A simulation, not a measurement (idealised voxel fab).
process module | voxel transistor to metal
cross-section cut | 270 nm wide | cells 5 nm
A cross-section is a grid of square cells, given in bands from the top down. A band is one or more rows of cells.
Each band's line starts with the height of the band's top and of its bottom, in nm. Then come its materials from left to right, each with its width in nm. One material with "throughout" fills the band from edge to edge. "air" is empty space.
Height 0 is the level under which the wafer as received is all one material. The lowest band goes on downwards, as in "0 down".
A width such as "30 to 40" changes by the same amount from each row of cells to the next, from the band's top row to its bottom row.
"no change" after a step means that no cell of the cross-section changed.
closed voids: empty space of 8 cells or more with no open way to the top, each as width x height at its distance from the left edge, in nm
after a step's settings: what the simulator itself notes on the step
overlay nm, on a step with a mask: how far to the right of its planned place the mask lay; to the left if negative
plan
1 op RECEIVE | material Si
2 op CONFORMAL_DEP | material SiO2 | thk nm 5
3 op CONFORMAL_DEP | material SiN | thk nm 15
4 op PATTERN | tone cover | mask id ACTIVE | material resist | width nm 100 | pitch nm 130 | thk nm 20 | overlay nm 0
5 op DIRECTIONAL_ETCH | etch materials SiN | depth nm 15
6 op DIRECTIONAL_ETCH | etch materials SiO2 | depth nm 5
7 op DIRECTIONAL_ETCH | etch materials Si | depth nm 30
8 op STRIP | etch materials resist
9 op OXIDIZE | depth nm 5
10 op FILL_DEP | material SiO2 | thk nm 5
11 op CMP | height nm 20
12 op SELECTIVE_ETCH | etch materials SiO2 | depth nm 15
13 op STRIP | etch materials SiN
14 op SELECTIVE_ETCH | etch materials SiO2 | depth nm 5
15 op OXIDIZE | depth nm 5
16 op DIRECTIONAL_DEP | material polySi | thk nm 25
17 op DIRECTIONAL_DEP | material SiCN | thk nm 10
18 op MASKED_ETCH | tone cover | mask id GATE | width nm 20 | pitch nm 130 | etch materials SiCN | depth nm 20 | overlay nm 0
19 op MASKED_ETCH | tone cover | mask id GATE | width nm 20 | pitch nm 130 | etch materials polySi | depth nm 35 | overlay nm 0
20 op CONFORMAL_DEP | material SiO2 | thk nm 5
21 op DIRECTIONAL_ETCH | etch materials SiO2 | depth nm 5
22 op CONFORMAL_DEP | material SiN | thk nm 5
23 op DIRECTIONAL_ETCH | etch materials SiN | depth nm 5
24 op DIRECTIONAL_ETCH | etch materials SiO2 | depth nm 5
25 op DIRECTIONAL_ETCH | etch materials Si | depth nm 15
26 op EPI | material pSi | thk nm 20
27 op FILL_DEP | material SiO2 | thk nm 5
28 op CMP | height nm 35
29 op DIRECTIONAL_DEP | material SiO2 | thk nm 15
30 op MASKED_ETCH | tone open | mask id CONTACT | width nm 15 | etch materials SiO2 | depth nm 50 | overlay nm 0
31 op CONFORMAL_DEP | material TiN | thk nm 5
32 op FILL_DEP | material Ru | thk nm 10
33 op CMP | height nm 50
34 op CONFORMAL_DEP | material SiN | thk nm 5
35 op DIRECTIONAL_DEP | material lowk | thk nm 15
36 op PATTERN | tone open | mask id METAL_1 | material resist | width nm 15 | thk nm 20 | overlay nm 0
37 op DIRECTIONAL_ETCH | etch materials lowk | depth nm 15
38 op DIRECTIONAL_ETCH | etch materials SiN | depth nm 5
39 op STRIP | etch materials resist
40 op CONFORMAL_DEP | material TiN | thk nm 5
41 op FILL_DEP | material W | thk nm 5
42 op CMP | height nm 70
43 op EPI | material Ru | thk nm 5
44 op FILL_DEP | material SiCN | thk nm 5
as received, after step 1
  0 down: Si throughout
  closed voids: none
a wafer at the end: this start, this plan, one mistake
  80 to 75: SiCN throughout
  75 to 70: SiCN 20 | Ru 25 | SiCN 50 | Ru 25 | SiCN 30 | Ru 25 | SiCN 50 | Ru 25 | SiCN 20
  70 to 55: lowk 25 | TiN 5 | W 5 | TiN 5 | lowk 60 | TiN 5 | W 5 | TiN 5 | lowk 40 | TiN 5 | W 5 | TiN 5 | lowk 60 | TiN 5 | W 5 | TiN 5 | lowk 25
  55 to 50: SiN 25 | TiN 15 | SiN 60 | TiN 15 | SiN 40 | TiN 15 | SiN 60 | TiN 15 | SiN 25
  50 to 35: SiO2 25 | TiN 5 | Ru 5 | TiN 5 | SiO2 60 | TiN 5 | Ru 5 | TiN 5 | SiO2 40 | TiN 5 | Ru 5 | TiN 5 | SiO2 60 | TiN 5 | Ru 5 | TiN 5 | SiO2 25
  35 to 25: SiO2 25 | TiN 5 | Ru 5 | TiN 5 | SiO2 20 | SiCN 20 | SiO2 20 | TiN 5 | Ru 5 | TiN 5 | SiO2 40 | TiN 5 | Ru 5 | TiN 5 | SiO2 20 | SiCN 20 | SiO2 20 | TiN 5 | Ru 5 | TiN 5 | SiO2 25
  25 to 20: SiO2 25 | TiN 5 | Ru 5 | TiN 5 | SiO2 10 | SiN 5 | SiO2 5 | polySi 20 | SiO2 5 | SiN 5 | SiO2 10 | TiN 5 | Ru 5 | TiN 5 | SiO2 40 | TiN 5 | Ru 5 | TiN 5 | SiO2 10 | SiN 5 | SiO2 5 | polySi 20 | SiO2 5 | SiN 5 | SiO2 10 | TiN 5 | Ru 5 | TiN 5 | SiO2 25
  20 to 15: SiO2 25 | TiN 15 | SiO2 10 | SiN 5 | SiO2 5 | polySi 20 | SiO2 5 | SiN 5 | SiO2 10 | TiN 15 | SiO2 40 | TiN 15 | SiO2 10 | SiN 5 | SiO2 5 | polySi 20 | SiO2 5 | SiN 5 | SiO2 10 | TiN 15 | SiO2 25
  15 to 0: SiO2 25 | TiN 5 | pSi 20 | SiN 5 | SiO2 5 | polySi 20 | SiO2 5 | SiN 5 | pSi 20 | TiN 5 | SiO2 40 | TiN 5 | pSi 20 | SiN 5 | SiO2 5 | polySi 20 | SiO2 5 | SiN 5 | pSi 20 | TiN 5 | SiO2 25
  0 to -5: SiO2 20 | pSi 30 | SiO2 40 | pSi 30 | SiO2 30 | pSi 30 | SiO2 40 | pSi 30 | SiO2 20
  -5 to -20: SiO2 25 | pSi 25 | Si 40 | pSi 25 | SiO2 40 | pSi 25 | Si 40 | pSi 25 | SiO2 25
  -20 to -35: SiO2 25 | Si 90 | SiO2 40 | Si 90 | SiO2 25
  -35 down: Si throughout
  closed voids: none
what went wrong: step 23 ran as: op DIRECTIONAL_ETCH | etch materials SiN | depth nm 15
